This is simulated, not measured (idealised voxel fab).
process module | voxel self aligned vias
cross-section cut | 245 nm wide | cells 5 nm
A cross-section is a grid of square cells, given in bands from the top down. A band is one or more rows of cells.
Each band's line starts with the height of the band's top and of its bottom, in nm. Then come its materials from left to right, each with its width in nm. One material with "throughout" fills the band from edge to edge. "air" is empty space.
Height 0 is the level under which the wafer as received is all one material. The lowest band goes on downwards, as in "0 down".
A width such as "30 to 40" changes by the same amount from each row of cells to the next, from the band's top row to its bottom row.
"no change" after a step means that no cell of the cross-section changed.
closed voids: empty space of 8 cells or more with no open way to the top, each as width x height at its distance from the left edge, in nm
after a step's settings: what the simulator itself notes on the step
overlay nm, on a step with a mask: how far to the right of its planned place the mask lay; to the left if negative
plan
1 op RECEIVE | material Si
2 op CONFORMAL_DEP | material SiO2 | thk nm 10
3 op CONFORMAL_DEP | material SiCN | thk nm 5
4 op DIRECTIONAL_DEP | material SiO2 | thk nm 30
5 op PATTERN | tone open | mask id LINES | material resist | width nm 30 | pitch nm 70 | thk nm 15 | overlay nm 0
6 op DIRECTIONAL_ETCH | etch materials SiO2 | depth nm 30
7 op STRIP | etch materials resist
8 op CONFORMAL_DEP | material TiN | thk nm 5
9 op FILL_DEP | material Ru | thk nm 5
10 op CMP | height nm 45
11 op SELECTIVE_ETCH | etch materials W Ru TiN | depth nm 5
12 op FILL_DEP | material SiN | thk nm 5
13 op CMP | height nm 45
14 op DIRECTIONAL_DEP | material SiO2 | thk nm 20
15 op DIRECTIONAL_DEP | material aC | thk nm 15
16 op PATTERN | tone open | mask id VIAS | material resist | width nm 50 | pitch nm 140 | thk nm 35 | overlay nm 0
17 op DIRECTIONAL_ETCH | etch materials aC | depth nm 15
18 op STRIP | etch materials resist
19 op DIRECTIONAL_ETCH | etch materials SiO2 | depth nm 20
20 op DIRECTIONAL_ETCH | etch materials SiN | depth nm 5
21 op STRIP | etch materials aC
22 op CONFORMAL_DEP | material TiN | thk nm 5
23 op FILL_DEP | material W | thk nm 5
24 op CMP | height nm 65
25 op CONFORMAL_DEP | material SiN | thk nm 5
first wafer, as planned
as received, after step 1
  0 down: Si throughout
  closed voids: none
after step 2
  10 to 0: SiO2 throughout
  below 0: unchanged
after step 3
  15 to 10: SiCN throughout
  below 10: unchanged
after step 4
  45 to 15: SiO2 throughout
  below 15: unchanged
after step 5
  60 to 45: resist 35 | air 30 | resist 40 | air 30 | resist 40 | air 30 | resist 40
  below 45: unchanged
after step 6
  60 to 45: resist 35 | air 30 | resist 40 | air 30 | resist 40 | air 30 | resist 40
  45 to 15: SiO2 35 | air 30 | SiO2 40 | air 30 | SiO2 40 | air 30 | SiO2 40
  below 15: unchanged
after step 7
  45 to 15: SiO2 35 | air 30 | SiO2 40 | air 30 | SiO2 40 | air 30 | SiO2 40
  below 15: unchanged
after step 8
  50 to 45: TiN 40 | air 20 | TiN 50 | air 20 | TiN 50 | air 20 | TiN 45
  45 to 20: SiO2 35 | TiN 5 | air 20 | TiN 5 | SiO2 40 | TiN 5 | air 20 | TiN 5 | SiO2 40 | TiN 5 | air 20 | TiN 5 | SiO2 40
  20 to 15: SiO2 35 | TiN 30 | SiO2 40 | TiN 30 | SiO2 40 | TiN 30 | SiO2 40
  below 15: unchanged
after step 9
  55 to 50: Ru throughout
  50 to 45: TiN 40 | Ru 20 | TiN 50 | Ru 20 | TiN 50 | Ru 20 | TiN 45
  45 to 20: SiO2 35 | TiN 5 | Ru 20 | TiN 5 | SiO2 40 | TiN 5 | Ru 20 | TiN 5 | SiO2 40 | TiN 5 | Ru 20 | TiN 5 | SiO2 40
  below 20: unchanged
after step 10
  45 to 20: SiO2 35 | TiN 5 | Ru 20 | TiN 5 | SiO2 40 | TiN 5 | Ru 20 | TiN 5 | SiO2 40 | TiN 5 | Ru 20 | TiN 5 | SiO2 40
  below 20: unchanged
after step 11
  45 to 40: SiO2 35 | air 30 | SiO2 40 | air 30 | SiO2 40 | air 30 | SiO2 40
  below 40: unchanged
after step 12
  50 to 45: SiN throughout
  45 to 40: SiO2 35 | SiN 30 | SiO2 40 | SiN 30 | SiO2 40 | SiN 30 | SiO2 40
  below 40: unchanged
after step 13
  45 to 40: SiO2 35 | SiN 30 | SiO2 40 | SiN 30 | SiO2 40 | SiN 30 | SiO2 40
  below 40: unchanged
after step 14
  65 to 45: SiO2 throughout
  below 45: unchanged
after step 15
  80 to 65: aC throughout
  below 65: unchanged
after step 16
  115 to 80: resist 25 | air 50 | resist 90 | air 50 | resist 30
  below 80: unchanged
after step 17
  100 to 80: resist 25 | air 50 | resist 90 | air 50 | resist 30
  80 to 65: aC 25 | air 50 | aC 90 | air 50 | aC 30
  below 65: unchanged
after step 18
  80 to 65: aC 25 | air 50 | aC 90 | air 50 | aC 30
  below 65: unchanged
after step 19
  80 to 65: aC 25 | air 50 | aC 90 | air 50 | aC 30
  65 to 45: SiO2 25 | air 50 | SiO2 90 | air 50 | SiO2 30
  below 45: unchanged
after step 20
  80 to 65: aC 25 | air 50 | aC 90 | air 50 | aC 30
  65 to 45: SiO2 25 | air 50 | SiO2 90 | air 50 | SiO2 30
  45 to 40: SiO2 35 | air 30 | SiO2 40 | SiN 30 | SiO2 40 | air 30 | SiO2 40
  below 40: unchanged
after step 21
  65 to 45: SiO2 25 | air 50 | SiO2 90 | air 50 | SiO2 30
  below 45: unchanged
after step 22
  70 to 65: TiN 30 | air 40 | TiN 100 | air 40 | TiN 35
  65 to 50: SiO2 25 | TiN 5 | air 40 | TiN 5 | SiO2 90 | TiN 5 | air 40 | TiN 5 | SiO2 30
  50 to 45: SiO2 25 | TiN 15 | air 20 | TiN 15 | SiO2 90 | TiN 15 | air 20 | TiN 15 | SiO2 30
  45 to 40: SiO2 35 | TiN 30 | SiO2 40 | SiN 30 | SiO2 40 | TiN 30 | SiO2 40
  below 40: unchanged
after step 23
  75 to 70: W throughout
  70 to 65: TiN 30 | W 40 | TiN 100 | W 40 | TiN 35
  65 to 50: SiO2 25 | TiN 5 | W 40 | TiN 5 | SiO2 90 | TiN 5 | W 40 | TiN 5 | SiO2 30
  50 to 45: SiO2 25 | TiN 15 | W 20 | TiN 15 | SiO2 90 | TiN 15 | W 20 | TiN 15 | SiO2 30
  below 45: unchanged
after step 24
  65 to 50: SiO2 25 | TiN 5 | W 40 | TiN 5 | SiO2 90 | TiN 5 | W 40 | TiN 5 | SiO2 30
  below 50: unchanged
after step 25
  70 to 65: SiN throughout
  below 65: unchanged
second wafer: like start, like plan, one mistake. Through step 15 it matches the first wafer
when step 16 should have ended
  115 to 80: resist 25 | air 55 | resist 85 | air 55 | resist 25
  below 80: unchanged
when step 17 should have ended
  100 to 80: resist 25 | air 55 | resist 85 | air 55 | resist 25
  80 to 65: aC 25 | air 55 | aC 85 | air 55 | aC 25
  below 65: unchanged
when step 18 should have ended
  80 to 65: aC 25 | air 55 | aC 85 | air 55 | aC 25
  below 65: unchanged
when step 19 should have ended
  80 to 65: aC 25 | air 55 | aC 85 | air 55 | aC 25
  65 to 45: SiO2 25 | air 55 | SiO2 85 | air 55 | SiO2 25
  below 45: unchanged
when step 20 should have ended
  80 to 65: aC 25 | air 55 | aC 85 | air 55 | aC 25
  65 to 45: SiO2 25 | air 55 | SiO2 85 | air 55 | SiO2 25
  45 to 40: SiO2 35 | air 30 | SiO2 40 | SiN 30 | SiO2 40 | air 30 | SiO2 40
  below 40: unchanged
when step 21 should have ended
  65 to 45: SiO2 25 | air 55 | SiO2 85 | air 55 | SiO2 25
  below 45: unchanged
when step 22 should have ended
  70 to 65: TiN 30 | air 45 | TiN 95 | air 45 | TiN 30
  65 to 50: SiO2 25 | TiN 5 | air 45 | TiN 5 | SiO2 85 | TiN 5 | air 45 | TiN 5 | SiO2 25
  50 to 45: SiO2 25 | TiN 15 | air 20 | TiN 20 | SiO2 85 | TiN 15 | air 20 | TiN 20 | SiO2 25
  45 to 40: SiO2 35 | TiN 30 | SiO2 40 | SiN 30 | SiO2 40 | TiN 30 | SiO2 40
  below 40: unchanged
when step 23 should have ended
  75 to 70: W throughout
  70 to 65: TiN 30 | W 45 | TiN 95 | W 45 | TiN 30
  65 to 50: SiO2 25 | TiN 5 | W 45 | TiN 5 | SiO2 85 | TiN 5 | W 45 | TiN 5 | SiO2 25
  50 to 45: SiO2 25 | TiN 15 | W 20 | TiN 20 | SiO2 85 | TiN 15 | W 20 | TiN 20 | SiO2 25
  below 45: unchanged
when step 24 should have ended
  65 to 50: SiO2 25 | TiN 5 | W 45 | TiN 5 | SiO2 85 | TiN 5 | W 45 | TiN 5 | SiO2 25
  below 50: unchanged
when step 25 should have ended
  70 to 65: SiN throughout
  below 65: unchanged
what went wrong: step 16 ran as: op PATTERN | tone open | mask id VIAS | material resist | width nm 55 | pitch nm 140 | thk nm 35 | overlay nm 0
at the end the second wafer has, in cells: 8 fewer of SiO2 | 2 more of TiN | 6 more of W
